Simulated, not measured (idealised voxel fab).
process module | voxel air gaps
cross-section cut | 170 nm wide | cells 5 nm
A cross-section is a grid of square cells, given in bands from the top down. A band is one or more rows of cells.
Each band's line starts with the height of the band's top and of its bottom, in nm. Then come its materials from left to right, each with its width in nm. One material with "throughout" fills the band from edge to edge. "air" is empty space.
Height 0 is the level under which the wafer as received is all one material. The lowest band goes on downwards, as in "0 down".
A width such as "30 to 40" changes by the same amount from each row of cells to the next, from the band's top row to its bottom row.
"no change" after a step means that no cell of the cross-section changed.
closed voids: empty space of 8 cells or more with no open way to the top, each as width x height at its distance from the left edge, in nm
after a step's settings: what the simulator itself notes on the step
overlay nm, on a step with a mask: how far to the right of its planned place the mask lay; to the left if negative
plan
1 op RECEIVE | material Si
2 op CONFORMAL_DEP | material SiO2 | thk nm 15
3 op CONFORMAL_DEP | material SiCN | thk nm 5
4 op DIRECTIONAL_DEP | material SiO2 | thk nm 40
5 op PATTERN | tone open | mask id LINES | material resist | width nm 25 | pitch nm 50 | thk nm 15 | overlay nm 0
6 op DIRECTIONAL_ETCH | etch materials SiO2 | depth nm 40
7 op STRIP | etch materials resist
8 op CONFORMAL_DEP | material TiN | thk nm 5
9 op FILL_DEP | material Cu | thk nm 5
10 op CMP | height nm 60
11 op EPI | material Ru | thk nm 10
12 op SELECTIVE_ETCH | etch materials SiO2 | depth nm 50
13 op CONFORMAL_DEP | material SiCN | thk nm 5
first wafer, as planned
as received, after step 1
  0 down: Si throughout
  closed voids: none
after step 2
  15 to 0: SiO2 throughout
  below 0: unchanged
after step 3
  20 to 15: SiCN throughout
  below 15: unchanged
after step 4
  60 to 20: SiO2 throughout
  below 20: unchanged
after step 5
  75 to 60: resist 20 | air 25 | resist 25 | air 25 | resist 25 | air 25 | resist 25
  below 60: unchanged
after step 6
  75 to 60: resist 20 | air 25 | resist 25 | air 25 | resist 25 | air 25 | resist 25
  60 to 20: SiO2 20 | air 25 | SiO2 25 | air 25 | SiO2 25 | air 25 | SiO2 25
  below 20: unchanged
after step 7
  60 to 20: SiO2 20 | air 25 | SiO2 25 | air 25 | SiO2 25 | air 25 | SiO2 25
  below 20: unchanged
after step 8
  65 to 60: TiN 25 | air 15 | TiN 35 | air 15 | TiN 35 | air 15 | TiN 30
  60 to 25: SiO2 20 | TiN 5 | air 15 | TiN 5 | SiO2 25 | TiN 5 | air 15 | TiN 5 | SiO2 25 | TiN 5 | air 15 | TiN 5 | SiO2 25
  25 to 20: SiO2 20 | TiN 25 | SiO2 25 | TiN 25 | SiO2 25 | TiN 25 | SiO2 25
  below 20: unchanged
after step 9
  70 to 65: Cu throughout
  65 to 60: TiN 25 | Cu 15 | TiN 35 | Cu 15 | TiN 35 | Cu 15 | TiN 30
  60 to 25: SiO2 20 | TiN 5 | Cu 15 | TiN 5 | SiO2 25 | TiN 5 | Cu 15 | TiN 5 | SiO2 25 | TiN 5 | Cu 15 | TiN 5 | SiO2 25
  below 25: unchanged
after step 10
  60 to 25: SiO2 20 | TiN 5 | Cu 15 | TiN 5 | SiO2 25 | TiN 5 | Cu 15 | TiN 5 | SiO2 25 | TiN 5 | Cu 15 | TiN 5 | SiO2 25
  below 25: unchanged
after step 11
  70 to 60: air 10 | Ru 45 | air 5 | Ru 45 | air 5 | Ru 45 | air 15
  below 60: unchanged
after step 12
  70 to 60: air 10 | Ru 45 | air 5 | Ru 45 | air 5 | Ru 45 | air 15
  60 to 25: air 20 | TiN 5 | Cu 15 | TiN 5 | air 25 | TiN 5 | Cu 15 | TiN 5 | air 25 | TiN 5 | Cu 15 | TiN 5 | air 25
  25 to 20: air 20 | TiN 25 | air 25 | TiN 25 | air 25 | TiN 25 | air 25
  below 20: unchanged
after step 13
  75 to 70: air 5 | SiCN 155 | air 10
  70 to 60: air 5 | SiCN 5 | Ru 45 | SiCN 5 | Ru 45 | SiCN 5 | Ru 45 | SiCN 5 | air 10
  60 to 55: air 5 | SiCN 15 | TiN 5 | Cu 15 | TiN 5 | SiCN 25 | TiN 5 | Cu 15 | TiN 5 | SiCN 25 | TiN 5 | Cu 15 | TiN 5 | SiCN 15 | air 10
  55 to 25: air 15 | SiCN 5 | TiN 5 | Cu 15 | TiN 5 | SiCN 5 | air 15 | SiCN 5 | TiN 5 | Cu 15 | TiN 5 | SiCN 5 | air 15 | SiCN 5 | TiN 5 | Cu 15 | TiN 5 | SiCN 5 | air 20
  25 to 20: SiCN 20 | TiN 25 | SiCN 25 | TiN 25 | SiCN 25 | TiN 25 | SiCN 25
  below 20: unchanged
  closed voids: 15 x 30 at 50; 15 x 30 at 100
second wafer: like start, like plan, one mistake. Through step 12 it matches the first wafer
when step 13 should have ended: no change
what went wrong: step 13 was left out
at the end the second wafer has, in cells: 110 fewer of SiCN
closed voids at the end (first wafer, second wafer): 2, 0
